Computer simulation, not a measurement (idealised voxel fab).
Process module, titled voxel self aligned contacts
In the cross-section labelled cut, the width is 300 nm and each square cell is 5 nm.
If you're reading a cross-section in this doc, picture square cells in a grid; it comes to you as bands, top ones listed first down to the bottom, and a band can be one or more rows of cells.
Band: top height; bottom height; in nm. Then, left to right: material with width in nm, for each material. "all across": a single material spanning edge to edge. "empty": empty space.
Ref level 0: as-received wafer is one material below here. Bottom band extends down with no lower bound ("0 -> down").
A width given as "30..40" starts at the first number in the band's top row and ends at the second number in its bottom row, shifting by an equal amount at every step from row to row.
Where the words "no alteration" appear for a step, the cross-section shows no cell changed by that step; every cell remained as before.
Empty spaces counting at least 8 cells and having no open way to the top are listed in "Fully sealed cavities". The notation width x height at distance is used for each, the distance being from the left edge and all three values in nm.
On a step's line, text after the settings is the simulator commenting on that step.
overlay nm: step with mask; distance mask lay right of planned place; negative value = left of planned place.
Read each pair as before and after one process step. The after cross-section shows only down to the lowest band that changed. The step between them and its settings are given below the pair. Pairs can come from different runs of this module on the same starting wafer. A pair continues from the pair above only where its "Before this step" entry says so.
Before this step:
    75 -> 60  115 nm resist  65 nm empty  120 nm resist
    60 -> 50  SiO2 all across
    50 -> 30  75 nm SiO2  65 nm SiN  15 nm SiO2  65 nm SiN  80 nm SiO2
    30 -> 0  75 nm SiO2  10 nm SiN  45 nm polySi  10 nm SiN  15 nm SiO2  10 nm SiN  45 nm polySi  10 nm SiN  80 nm SiO2
    0 -> -5  SiO2 all across
    -5 -> down  Si all across
    Fully sealed cavities: none
Step Result:
    75 -> 60  115 nm resist  65 nm empty  120 nm resist
    60 -> 50  115 nm SiO2  65 nm empty  120 nm SiO2
    50 -> 30  75 nm SiO2  65 nm SiN  15 nm empty  65 nm SiN  80 nm SiO2
    30 -> 0  75 nm SiO2  10 nm SiN  45 nm polySi  10 nm SiN  15 nm empty  10 nm SiN  45 nm polySi  10 nm SiN  80 nm SiO2
    0 -> -5  140 nm SiO2  15 nm empty  145 nm SiO2
    below -5: unchanged
    Fully sealed cavities: none
Between before and after above, the operation and settings are DIRECTIONAL_ETCH: etch materials SiO2, depth nm 65
Before this step: the cross-section after the pair above
Step Result:
    60 -> 50  115 nm SiO2  65 nm empty  120 nm SiO2
    below 50: unchanged
    Fully sealed cavities: none
Between before and after above, the operation and settings are STRIP: etch materials resist
Before this step: the cross-section after the pair above
Step Result:
    65 -> 60  120 nm TiN  55 nm empty  125 nm TiN
    60 -> 50  115 nm SiO2  5..30 nm TiN  55..5 nm empty  5..30 nm TiN  120 nm SiO2
    50 -> 30  75 nm SiO2  65 nm SiN  5 nm TiN  5 nm empty  5 nm TiN  65 nm SiN  80 nm SiO2
    30 -> 0  75 nm SiO2  10 nm SiN  45 nm polySi  10 nm SiN  5 nm TiN  5 nm empty  5 nm TiN  10 nm SiN  45 nm polySi  10 nm SiN  80 nm SiO2
    0 -> -5  140 nm SiO2  15 nm TiN  145 nm SiO2
    below -5: unchanged
    Fully sealed cavities: none
Between before and after above, the operation and settings are CONFORMAL_DEP: material TiN, thk nm 5
Before this step: the cross-section after the pair above
Step Result:
    70 -> 65  W all across
    65 -> 60  120 nm TiN  55 nm W  125 nm TiN
    60 -> 50  115 nm SiO2  5..30 nm TiN  55..5 nm W  5..30 nm TiN  120 nm SiO2
    50 -> 30  75 nm SiO2  65 nm SiN  5 nm TiN  5 nm W  5 nm TiN  65 nm SiN  80 nm SiO2
    30 -> 0  75 nm SiO2  10 nm SiN  45 nm polySi  10 nm SiN  5 nm TiN  5 nm W  5 nm TiN  10 nm SiN  45 nm polySi  10 nm SiN  80 nm SiO2
    below 0: unchanged
    Fully sealed cavities: none
Between before and after above, the operation and settings are FILL_DEP: material W, thk nm 5
Before this step: the cross-section after the pair above
Step Result:
    60 -> 50  115 nm SiO2  5..30 nm TiN  55..5 nm W  5..30 nm TiN  120 nm SiO2
    below 50: unchanged
    Fully sealed cavities: none
Between before and after above, the operation and settings are CMP: height nm 60
Before this step: the cross-section after the pair above
Step Result:
    65 -> 60  SiN all across
    below 60: unchanged
    Fully sealed cavities: none
Between before and after above, the operation and settings are CONFORMAL_DEP: material SiN, thk nm 5
Before this step:
    60 -> 50  SiO2 all across
    50 -> 30  80 nm SiO2  55 nm SiN  25 nm SiO2  55 nm SiN  85 nm SiO2
    30 -> 0  80 nm SiO2  10 nm SiN  35 nm polySi  10 nm SiN  25 nm SiO2  10 nm SiN  35 nm polySi  10 nm SiN  85 nm SiO2
    0 -> -5  SiO2 all across
    -5 -> down  Si all across
    Fully sealed cavities: none
Step Result:
    75 -> 60  105 nm resist  65 nm empty  130 nm resist
    below 60: unchanged
    Fully sealed cavities: none
Between before and after above, the operation and settings are PATTERN: tone open, mask id CONTACT, material resist, width nm 65, thk nm 15, overlay nm -10
Before this step: the cross-section after the pair above
Step Result:
    75 -> 60  105 nm resist  65 nm empty  130 nm resist
    60 -> 50  105 nm SiO2  65 nm empty  130 nm SiO2
    50 -> 30  80 nm SiO2  55 nm SiN  25 nm empty  55 nm SiN  85 nm SiO2
    30 -> 0  80 nm SiO2  10 nm SiN  35 nm polySi  10 nm SiN  25 nm empty  10 nm SiN  35 nm polySi  10 nm SiN  85 nm SiO2
    0 -> -5  135 nm SiO2  25 nm empty  140 nm SiO2
    below -5: unchanged
    Fully sealed cavities: none
Between before and after above, the operation and settings are DIRECTIONAL_ETCH: etch materials SiO2, depth nm 65
Before this step: the cross-section after the pair above
Step Result:
    60 -> 50  105 nm SiO2  65 nm empty  130 nm SiO2
    below 50: unchanged
    Fully sealed cavities: none
Between before and after above, the operation and settings are STRIP: etch materials resist
Before this step: the cross-section after the pair above
Step Result:
    65 -> 60  110 nm TiN  55 nm empty  135 nm TiN
    60 -> 50  105 nm SiO2  5..35 nm TiN  55..15 nm empty  5..15 nm TiN  130 nm SiO2
    50 -> 30  80 nm SiO2  55 nm SiN  5 nm TiN  15 nm empty  5 nm TiN  55 nm SiN  85 nm SiO2
    30 -> 0  80 nm SiO2  10 nm SiN  35 nm polySi  10 nm SiN  5 nm TiN  15 nm empty  5 nm TiN  10 nm SiN  35 nm polySi  10 nm SiN  85 nm SiO2
    0 -> -5  135 nm SiO2  25 nm TiN  140 nm SiO2
    below -5: unchanged
    Fully sealed cavities: none
Between before and after above, the operation and settings are CONFORMAL_DEP: material TiN, thk nm 5
Before this step: the cross-section after the pair above
Step Result:
    70 -> 65  W all across
    65 -> 60  110 nm TiN  55 nm W  135 nm TiN
    60 -> 50  105 nm SiO2  5..35 nm TiN  55..15 nm W  5..15 nm TiN  130 nm SiO2
    50 -> 30  80 nm SiO2  55 nm SiN  5 nm TiN  15 nm W  5 nm TiN  55 nm SiN  85 nm SiO2
    30 -> 0  80 nm SiO2  10 nm SiN  35 nm polySi  10 nm SiN  5 nm TiN  15 nm W  5 nm TiN  10 nm SiN  35 nm polySi  10 nm SiN  85 nm SiO2
    below 0: unchanged
    Fully sealed cavities: none
Between before and after above, the operation and settings are FILL_DEP: material W, thk nm 5
Before this step: the cross-section after the pair above
Step Result:
    60 -> 50  105 nm SiO2  5..35 nm TiN  55..15 nm W  5..15 nm TiN  130 nm SiO2
    below 50: unchanged
    Fully sealed cavities: none
Between before and after above, the operation and settings are CMP: height nm 60
Before this step: the cross-section after the pair above
Step Result:
    65 -> 60  SiN all across
    below 60: unchanged
    Fully sealed cavities: none
Between before and after above, the operation and settings are CONFORMAL_DEP: material SiN, thk nm 5
Before this step:
    50 -> 30  90 nm empty  35 nm SiN  45 nm empty  35 nm SiN  95 nm empty
    30 -> 0  90 nm empty  35 nm polySi  45 nm empty  35 nm polySi  95 nm empty
    0 -> -5  SiO2 all across
    -5 -> down  Si all across
    Fully sealed cavities: none
Step Result:
    60 -> 50  80 nm empty  55 nm TiN  25 nm empty  55 nm TiN  85 nm empty
    50 -> 30  80 nm empty  10 nm TiN  35 nm SiN  10 nm TiN  25 nm empty  10 nm TiN  35 nm SiN  10 nm TiN  85 nm empty
    30 -> 10  80 nm empty  10 nm TiN  35 nm polySi  10 nm TiN  25 nm empty  10 nm TiN  35 nm polySi  10 nm TiN  85 nm empty
    10 -> 0  90 nm TiN  35 nm polySi  45 nm TiN  35 nm polySi  95 nm TiN
    below 0: unchanged
    Fully sealed cavities: none
Between before and after above, the operation and settings are CONFORMAL_DEP: material TiN, thk nm 10
Before this step: the cross-section after the pair above
Step Result:
    80 -> 60  SiO2 all across
    60 -> 50  80 nm SiO2  55 nm TiN  25 nm SiO2  55 nm TiN  85 nm SiO2
    50 -> 30  80 nm SiO2  10 nm TiN  35 nm SiN  10 nm TiN  25 nm SiO2  10 nm TiN  35 nm SiN  10 nm TiN  85 nm SiO2
    30 -> 10  80 nm SiO2  10 nm TiN  35 nm polySi  10 nm TiN  25 nm SiO2  10 nm TiN  35 nm polySi  10 nm TiN  85 nm SiO2
    below 10: unchanged
    Fully sealed cavities: none
Between before and after above, the operation and settings are FILL_DEP: material SiO2, thk nm 20
Before this step: the cross-section after the pair above
Step Result:
    60 -> 50  80 nm SiO2  55 nm TiN  25 nm SiO2  55 nm TiN  85 nm SiO2
    below 50: unchanged
    Fully sealed cavities: none
Between before and after above, the operation and settings are CMP: height nm 60
Before this step: the cross-section after the pair above
Step Result:
    75 -> 60  115 nm resist  65 nm empty  120 nm resist
    below 60: unchanged
    Fully sealed cavities: none
Between before and after above, the operation and settings are PATTERN: tone open, mask id CONTACT, material resist, width nm 65, thk nm 15, overlay nm 0
Before this step: the cross-section after the pair above
Step Result:
    75 -> 60  115 nm resist  65 nm empty  120 nm resist
    60 -> 50  80 nm SiO2  55 nm TiN  25 nm empty  55 nm TiN  85 nm SiO2
    50 -> 30  80 nm SiO2  10 nm TiN  35 nm SiN  10 nm TiN  25 nm empty  10 nm TiN  35 nm SiN  10 nm TiN  85 nm SiO2
    30 -> 10  80 nm SiO2  10 nm TiN  35 nm polySi  10 nm TiN  25 nm empty  10 nm TiN  35 nm polySi  10 nm TiN  85 nm SiO2
    below 10: unchanged
    Fully sealed cavities: none
Between before and after above, the operation and settings are DIRECTIONAL_ETCH: etch materials SiO2, depth nm 65
Before this step: the cross-section after the pair above
Step Result:
    60 -> 50  80 nm SiO2  55 nm TiN  25 nm empty  55 nm TiN  85 nm SiO2
    below 50: unchanged
    Fully sealed cavities: none
Between before and after above, the operation and settings are STRIP: etch materials resist
Before this step: the cross-section after the pair above
Step Result:
    65 -> 60  140 nm TiN  15 nm empty  145 nm TiN
    60 -> 50  80 nm SiO2  60 nm TiN  15 nm empty  60 nm TiN  85 nm SiO2
    50 -> 30  80 nm SiO2  10 nm TiN  35 nm SiN  15 nm TiN  15 nm empty  15 nm TiN  35 nm SiN  10 nm TiN  85 nm SiO2
    30 -> 15  80 nm SiO2  10 nm TiN  35 nm polySi  15 nm TiN  15 nm empty  15 nm TiN  35 nm polySi  10 nm TiN  85 nm SiO2
    15 -> 10  80 nm SiO2  10 nm TiN  35 nm polySi  45 nm TiN  35 nm polySi  10 nm TiN  85 nm SiO2
    below 10: unchanged
    Fully sealed cavities: none
Between before and after above, the operation and settings are CONFORMAL_DEP: material TiN, thk nm 5
Before this step: the cross-section after the pair above
Step Result:
    70 -> 65  W all across
    65 -> 60  140 nm TiN  15 nm W  145 nm TiN
    60 -> 50  80 nm SiO2  60 nm TiN  15 nm W  60 nm TiN  85 nm SiO2
    50 -> 30  80 nm SiO2  10 nm TiN  35 nm SiN  15 nm TiN  15 nm W  15 nm TiN  35 nm SiN  10 nm TiN  85 nm SiO2
    30 -> 15  80 nm SiO2  10 nm TiN  35 nm polySi  15 nm TiN  15 nm W  15 nm TiN  35 nm polySi  10 nm TiN  85 nm SiO2
    below 15: unchanged
    Fully sealed cavities: none
Between before and after above, the operation and settings are FILL_DEP: material W, thk nm 5
Before this step: the cross-section after the pair above
Step Result:
    60 -> 50  80 nm SiO2  60 nm TiN  15 nm W  60 nm TiN  85 nm SiO2
    below 50: unchanged
    Fully sealed cavities: none
Between before and after above, the operation and settings are CMP: height nm 60
Before this step: the cross-section after the pair above
Step Result:
    65 -> 60  SiN all across
    below 60: unchanged
    Fully sealed cavities: none
Between before and after above, the operation and settings are CONFORMAL_DEP: material SiN, thk nm 5
Before this step:
    60 -> 50  SiO2 all across
    50 -> 30  80 nm SiO2  55 nm SiN  25 nm SiO2  55 nm SiN  85 nm SiO2
    30 -> 0  80 nm SiO2  10 nm SiN  35 nm polySi  10 nm SiN  25 nm SiO2  10 nm SiN  35 nm polySi  10 nm SiN  85 nm SiO2
    0 -> -5  SiO2 all across
    -5 -> down  Si all across
    Fully sealed cavities: none
Step Result:
    75 -> 60  115 nm empty  65 nm resist  120 nm empty
    below 60: unchanged
    Fully sealed cavities: none
Between before and after above, the operation and settings are PATTERN: tone cover, mask id CONTACT, material resist, width nm 65, thk nm 15, overlay nm 0
Before this step: the cross-section after the pair above
Step Result:
    75 -> 60  115 nm empty  65 nm resist  120 nm empty
    60 -> 50  115 nm empty  65 nm SiO2  120 nm empty
    50 -> 30  80 nm empty  55 nm SiN  25 nm SiO2  55 nm SiN  85 nm empty
    30 -> 0  80 nm empty  10 nm SiN  35 nm polySi  10 nm SiN  25 nm SiO2  10 nm SiN  35 nm polySi  10 nm SiN  85 nm empty
    0 -> -5  80 nm empty  135 nm SiO2  85 nm empty
    below -5: unchanged
    Fully sealed cavities: none
Between before and after above, the operation and settings are DIRECTIONAL_ETCH: etch materials SiO2, depth nm 65
Before this step: the cross-section after the pair above
Step Result:
    60 -> 50  115 nm empty  65 nm SiO2  120 nm empty
    below 50: unchanged
    Fully sealed cavities: none
Between before and after above, the operation and settings are STRIP: etch materials resist
Before this step: the cross-section after the pair above
Step Result:
    65 -> 60  110 nm empty  75 nm TiN  115 nm empty
    60 -> 50  110..75 nm empty  5..40 nm TiN  65 nm SiO2  5..40 nm TiN  115..80 nm empty
    50 -> 30  75 nm empty  5 nm TiN  55 nm SiN  25 nm SiO2  55 nm SiN  5 nm TiN  80 nm empty
    30 -> 0  75 nm empty  5 nm TiN  10 nm SiN  35 nm polySi  10 nm SiN  25 nm SiO2  10 nm SiN  35 nm polySi  10 nm SiN  5 nm TiN  80 nm empty
    0 -> -5  80 nm TiN  135 nm SiO2  85 nm TiN
    below -5: unchanged
    Fully sealed cavities: none
Between before and after above, the operation and settings are CONFORMAL_DEP: material TiN, thk nm 5
Before this step: the cross-section after the pair above
Step Result:
    70 -> 65  W all across
    65 -> 60  110 nm W  75 nm TiN  115 nm W
    60 -> 50  110..75 nm W  5..40 nm TiN  65 nm SiO2  5..40 nm TiN  115..80 nm W
    50 -> 30  75 nm W  5 nm TiN  55 nm SiN  25 nm SiO2  55 nm SiN  5 nm TiN  80 nm W
    30 -> 0  75 nm W  5 nm TiN  10 nm SiN  35 nm polySi  10 nm SiN  25 nm SiO2  10 nm SiN  35 nm polySi  10 nm SiN  5 nm TiN  80 nm W
    below 0: unchanged
    Fully sealed cavities: none
Between before and after above, the operation and settings are FILL_DEP: material W, thk nm 5
Before this step: the cross-section after the pair above
Step Result:
    60 -> 50  110..75 nm W  5..40 nm TiN  65 nm SiO2  5..40 nm TiN  115..80 nm W
    below 50: unchanged
    Fully sealed cavities: none
Between before and after above, the operation and settings are CMP: height nm 60
Before this step: the cross-section after the pair above
Step Result:
    65 -> 60  SiN all across
    below 60: unchanged
    Fully sealed cavities: none
Between before and after above, the operation and settings are CONFORMAL_DEP: material SiN, thk nm 5
